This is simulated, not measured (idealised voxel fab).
process module | voxel trench capacitor
cross-section cut | 285 nm wide | cells 5 nm
A cross-section is a grid of square cells, given in bands from the top down. A band is one or more rows of cells.
Each band's line starts with the height of the band's top and of its bottom, in nm. Then come its materials from left to right, each with its width in nm. One material with "throughout" fills the band from edge to edge. "air" is empty space.
Height 0 is the level under which the wafer as received is all one material. The lowest band goes on downwards, as in "0 down".
A width such as "30 to 40" changes by the same amount from each row of cells to the next, from the band's top row to its bottom row.
"no change" after a step means that no cell of the cross-section changed.
closed voids: empty space of 8 cells or more with no open way to the top, each as width x height at its distance from the left edge, in nm
after a step's settings: what the simulator itself notes on the step
overlay nm, on a step with a mask: how far to the right of its planned place the mask lay; to the left if negative
plan
1 op RECEIVE | material Si
2 op CONFORMAL_DEP | material SiN | thk nm 5
3 op DIRECTIONAL_DEP | material aC | thk nm 10
4 op PATTERN | tone open | mask id TRENCH | material resist | width nm 30 | pitch nm 60 | thk nm 25 | overlay nm 0
5 op DIRECTIONAL_ETCH | etch materials aC | depth nm 10
6 op STRIP | etch materials resist
7 op DIRECTIONAL_ETCH | etch materials SiN | depth nm 5
8 op DIRECTIONAL_ETCH | etch materials Si | depth nm 30
9 op STRIP | etch materials aC
10 op CONFORMAL_DEP | material HfO2 | thk nm 5
11 op CONFORMAL_DEP | material TiN | thk nm 5
12 op FILL_DEP | material W | thk nm 10
13 op CMP | height nm 5
first wafer, as planned
as received, after step 1
  0 down: Si throughout
  closed voids: none
after step 2
  5 to 0: SiN throughout
  below 0: unchanged
after step 3
  15 to 5: aC throughout
  below 5: unchanged
after step 4
  40 to 15: resist 35 | air 30 | resist 30 | air 30 | resist 30 | air 30 | resist 30 | air 30 | resist 40
  below 15: unchanged
after step 5
  30 to 15: resist 35 | air 30 | resist 30 | air 30 | resist 30 | air 30 | resist 30 | air 30 | resist 40
  15 to 5: aC 35 | air 30 | aC 30 | air 30 | aC 30 | air 30 | aC 30 | air 30 | aC 40
  below 5: unchanged
after step 6
  15 to 5: aC 35 | air 30 | aC 30 | air 30 | aC 30 | air 30 | aC 30 | air 30 | aC 40
  below 5: unchanged
after step 7
  15 to 5: aC 35 | air 30 | aC 30 | air 30 | aC 30 | air 30 | aC 30 | air 30 | aC 40
  5 to 0: SiN 35 | air 30 | SiN 30 | air 30 | SiN 30 | air 30 | SiN 30 | air 30 | SiN 40
  below 0: unchanged
after step 8
  15 to 5: aC 35 | air 30 | aC 30 | air 30 | aC 30 | air 30 | aC 30 | air 30 | aC 40
  5 to 0: SiN 35 | air 30 | SiN 30 | air 30 | SiN 30 | air 30 | SiN 30 | air 30 | SiN 40
  0 to -30: Si 35 | air 30 | Si 30 | air 30 | Si 30 | air 30 | Si 30 | air 30 | Si 40
  below -30: unchanged
after step 9
  5 to 0: SiN 35 | air 30 | SiN 30 | air 30 | SiN 30 | air 30 | SiN 30 | air 30 | SiN 40
  below 0: unchanged
after step 10
  10 to 5: HfO2 40 | air 20 | HfO2 40 | air 20 | HfO2 40 | air 20 | HfO2 40 | air 20 | HfO2 45
  5 to 0: SiN 35 | HfO2 5 | air 20 | HfO2 5 | SiN 30 | HfO2 5 | air 20 | HfO2 5 | SiN 30 | HfO2 5 | air 20 | HfO2 5 | SiN 30 | HfO2 5 | air 20 | HfO2 5 | SiN 40
  0 to -25: Si 35 | HfO2 5 | air 20 | HfO2 5 | Si 30 | HfO2 5 | air 20 | HfO2 5 | Si 30 | HfO2 5 | air 20 | HfO2 5 | Si 30 | HfO2 5 | air 20 | HfO2 5 | Si 40
  -25 to -30: Si 35 | HfO2 30 | Si 30 | HfO2 30 | Si 30 | HfO2 30 | Si 30 | HfO2 30 | Si 40
  below -30: unchanged
after step 11
  15 to 10: TiN 45 | air 10 | TiN 50 | air 10 | TiN 50 | air 10 | TiN 50 | air 10 | TiN 50
  10 to 5: HfO2 40 | TiN 5 | air 10 | TiN 5 | HfO2 40 | TiN 5 | air 10 | TiN 5 | HfO2 40 | TiN 5 | air 10 | TiN 5 | HfO2 40 | TiN 5 | air 10 | TiN 5 | HfO2 45
  5 to 0: SiN 35 | HfO2 5 | TiN 5 | air 10 | TiN 5 | HfO2 5 | SiN 30 | HfO2 5 | TiN 5 | air 10 | TiN 5 | HfO2 5 | SiN 30 | HfO2 5 | TiN 5 | air 10 | TiN 5 | HfO2 5 | SiN 30 | HfO2 5 | TiN 5 | air 10 | TiN 5 | HfO2 5 | SiN 40
  0 to -20: Si 35 | HfO2 5 | TiN 5 | air 10 | TiN 5 | HfO2 5 | Si 30 | HfO2 5 | TiN 5 | air 10 | TiN 5 | HfO2 5 | Si 30 | HfO2 5 | TiN 5 | air 10 | TiN 5 | HfO2 5 | Si 30 | HfO2 5 | TiN 5 | air 10 | TiN 5 | HfO2 5 | Si 40
  -20 to -25: Si 35 | HfO2 5 | TiN 20 | HfO2 5 | Si 30 | HfO2 5 | TiN 20 | HfO2 5 | Si 30 | HfO2 5 | TiN 20 | HfO2 5 | Si 30 | HfO2 5 | TiN 20 | HfO2 5 | Si 40
  below -25: unchanged
after step 12
  25 to 15: W throughout
  15 to 10: TiN 45 | W 10 | TiN 50 | W 10 | TiN 50 | W 10 | TiN 50 | W 10 | TiN 50
  10 to 5: HfO2 40 | TiN 5 | W 10 | TiN 5 | HfO2 40 | TiN 5 | W 10 | TiN 5 | HfO2 40 | TiN 5 | W 10 | TiN 5 | HfO2 40 | TiN 5 | W 10 | TiN 5 | HfO2 45
  5 to 0: SiN 35 | HfO2 5 | TiN 5 | W 10 | TiN 5 | HfO2 5 | SiN 30 | HfO2 5 | TiN 5 | W 10 | TiN 5 | HfO2 5 | SiN 30 | HfO2 5 | TiN 5 | W 10 | TiN 5 | HfO2 5 | SiN 30 | HfO2 5 | TiN 5 | W 10 | TiN 5 | HfO2 5 | SiN 40
  0 to -20: Si 35 | HfO2 5 | TiN 5 | W 10 | TiN 5 | HfO2 5 | Si 30 | HfO2 5 | TiN 5 | W 10 | TiN 5 | HfO2 5 | Si 30 | HfO2 5 | TiN 5 | W 10 | TiN 5 | HfO2 5 | Si 30 | HfO2 5 | TiN 5 | W 10 | TiN 5 | HfO2 5 | Si 40
  below -20: unchanged
after step 13
  5 to 0: SiN 35 | HfO2 5 | TiN 5 | W 10 | TiN 5 | HfO2 5 | SiN 30 | HfO2 5 | TiN 5 | W 10 | TiN 5 | HfO2 5 | SiN 30 | HfO2 5 | TiN 5 | W 10 | TiN 5 | HfO2 5 | SiN 30 | HfO2 5 | TiN 5 | W 10 | TiN 5 | HfO2 5 | SiN 40
  below 0: unchanged
second wafer: like start, like plan, one mistake. Through step 3 it matches the first wafer
when step 4 should have ended
  40 to 15: resist 25 | air 30 | resist 30 | air 30 | resist 30 | air 30 | resist 30 | air 30 | resist 50
  below 15: unchanged
when step 5 should have ended
  30 to 15: resist 25 | air 30 | resist 30 | air 30 | resist 30 | air 30 | resist 30 | air 30 | resist 50
  15 to 5: aC 25 | air 30 | aC 30 | air 30 | aC 30 | air 30 | aC 30 | air 30 | aC 50
  below 5: unchanged
when step 6 should have ended
  15 to 5: aC 25 | air 30 | aC 30 | air 30 | aC 30 | air 30 | aC 30 | air 30 | aC 50
  below 5: unchanged
when step 7 should have ended
  15 to 5: aC 25 | air 30 | aC 30 | air 30 | aC 30 | air 30 | aC 30 | air 30 | aC 50
  5 to 0: SiN 25 | air 30 | SiN 30 | air 30 | SiN 30 | air 30 | SiN 30 | air 30 | SiN 50
  below 0: unchanged
when step 8 should have ended
  15 to 5: aC 25 | air 30 | aC 30 | air 30 | aC 30 | air 30 | aC 30 | air 30 | aC 50
  5 to 0: SiN 25 | air 30 | SiN 30 | air 30 | SiN 30 | air 30 | SiN 30 | air 30 | SiN 50
  0 to -30: Si 25 | air 30 | Si 30 | air 30 | Si 30 | air 30 | Si 30 | air 30 | Si 50
  below -30: unchanged
when step 9 should have ended
  5 to 0: SiN 25 | air 30 | SiN 30 | air 30 | SiN 30 | air 30 | SiN 30 | air 30 | SiN 50
  below 0: unchanged
when step 10 should have ended
  10 to 5: HfO2 30 | air 20 | HfO2 40 | air 20 | HfO2 40 | air 20 | HfO2 40 | air 20 | HfO2 55
  5 to 0: SiN 25 | HfO2 5 | air 20 | HfO2 5 | SiN 30 | HfO2 5 | air 20 | HfO2 5 | SiN 30 | HfO2 5 | air 20 | HfO2 5 | SiN 30 | HfO2 5 | air 20 | HfO2 5 | SiN 50
  0 to -25: Si 25 | HfO2 5 | air 20 | HfO2 5 | Si 30 | HfO2 5 | air 20 | HfO2 5 | Si 30 | HfO2 5 | air 20 | HfO2 5 | Si 30 | HfO2 5 | air 20 | HfO2 5 | Si 50
  -25 to -30: Si 25 | HfO2 30 | Si 30 | HfO2 30 | Si 30 | HfO2 30 | Si 30 | HfO2 30 | Si 50
  below -30: unchanged
when step 11 should have ended
  15 to 10: TiN 35 | air 10 | TiN 50 | air 10 | TiN 50 | air 10 | TiN 50 | air 10 | TiN 60
  10 to 5: HfO2 30 | TiN 5 | air 10 | TiN 5 | HfO2 40 | TiN 5 | air 10 | TiN 5 | HfO2 40 | TiN 5 | air 10 | TiN 5 | HfO2 40 | TiN 5 | air 10 | TiN 5 | HfO2 55
  5 to 0: SiN 25 | HfO2 5 | TiN 5 | air 10 | TiN 5 | HfO2 5 | SiN 30 | HfO2 5 | TiN 5 | air 10 | TiN 5 | HfO2 5 | SiN 30 | HfO2 5 | TiN 5 | air 10 | TiN 5 | HfO2 5 | SiN 30 | HfO2 5 | TiN 5 | air 10 | TiN 5 | HfO2 5 | SiN 50
  0 to -20: Si 25 | HfO2 5 | TiN 5 | air 10 | TiN 5 | HfO2 5 | Si 30 | HfO2 5 | TiN 5 | air 10 | TiN 5 | HfO2 5 | Si 30 | HfO2 5 | TiN 5 | air 10 | TiN 5 | HfO2 5 | Si 30 | HfO2 5 | TiN 5 | air 10 | TiN 5 | HfO2 5 | Si 50
  -20 to -25: Si 25 | HfO2 5 | TiN 20 | HfO2 5 | Si 30 | HfO2 5 | TiN 20 | HfO2 5 | Si 30 | HfO2 5 | TiN 20 | HfO2 5 | Si 30 | HfO2 5 | TiN 20 | HfO2 5 | Si 50
  below -25: unchanged
when step 12 should have ended
  25 to 15: W throughout
  15 to 10: TiN 35 | W 10 | TiN 50 | W 10 | TiN 50 | W 10 | TiN 50 | W 10 | TiN 60
  10 to 5: HfO2 30 | TiN 5 | W 10 | TiN 5 | HfO2 40 | TiN 5 | W 10 | TiN 5 | HfO2 40 | TiN 5 | W 10 | TiN 5 | HfO2 40 | TiN 5 | W 10 | TiN 5 | HfO2 55
  5 to 0: SiN 25 | HfO2 5 | TiN 5 | W 10 | TiN 5 | HfO2 5 | SiN 30 | HfO2 5 | TiN 5 | W 10 | TiN 5 | HfO2 5 | SiN 30 | HfO2 5 | TiN 5 | W 10 | TiN 5 | HfO2 5 | SiN 30 | HfO2 5 | TiN 5 | W 10 | TiN 5 | HfO2 5 | SiN 50
  0 to -20: Si 25 | HfO2 5 | TiN 5 | W 10 | TiN 5 | HfO2 5 | Si 30 | HfO2 5 | TiN 5 | W 10 | TiN 5 | HfO2 5 | Si 30 | HfO2 5 | TiN 5 | W 10 | TiN 5 | HfO2 5 | Si 30 | HfO2 5 | TiN 5 | W 10 | TiN 5 | HfO2 5 | Si 50
  below -20: unchanged
when step 13 should have ended
  5 to 0: SiN 25 | HfO2 5 | TiN 5 | W 10 | TiN 5 | HfO2 5 | SiN 30 | HfO2 5 | TiN 5 | W 10 | TiN 5 | HfO2 5 | SiN 30 | HfO2 5 | TiN 5 | W 10 | TiN 5 | HfO2 5 | SiN 30 | HfO2 5 | TiN 5 | W 10 | TiN 5 | HfO2 5 | SiN 50
  below 0: unchanged
what went wrong: step 4 ran as: op PATTERN | tone open | mask id TRENCH | material resist | width nm 30 | pitch nm 60 | thk nm 25 | overlay nm -10
at the end the second wafer has, in cells: as many of each material as the first, in other places
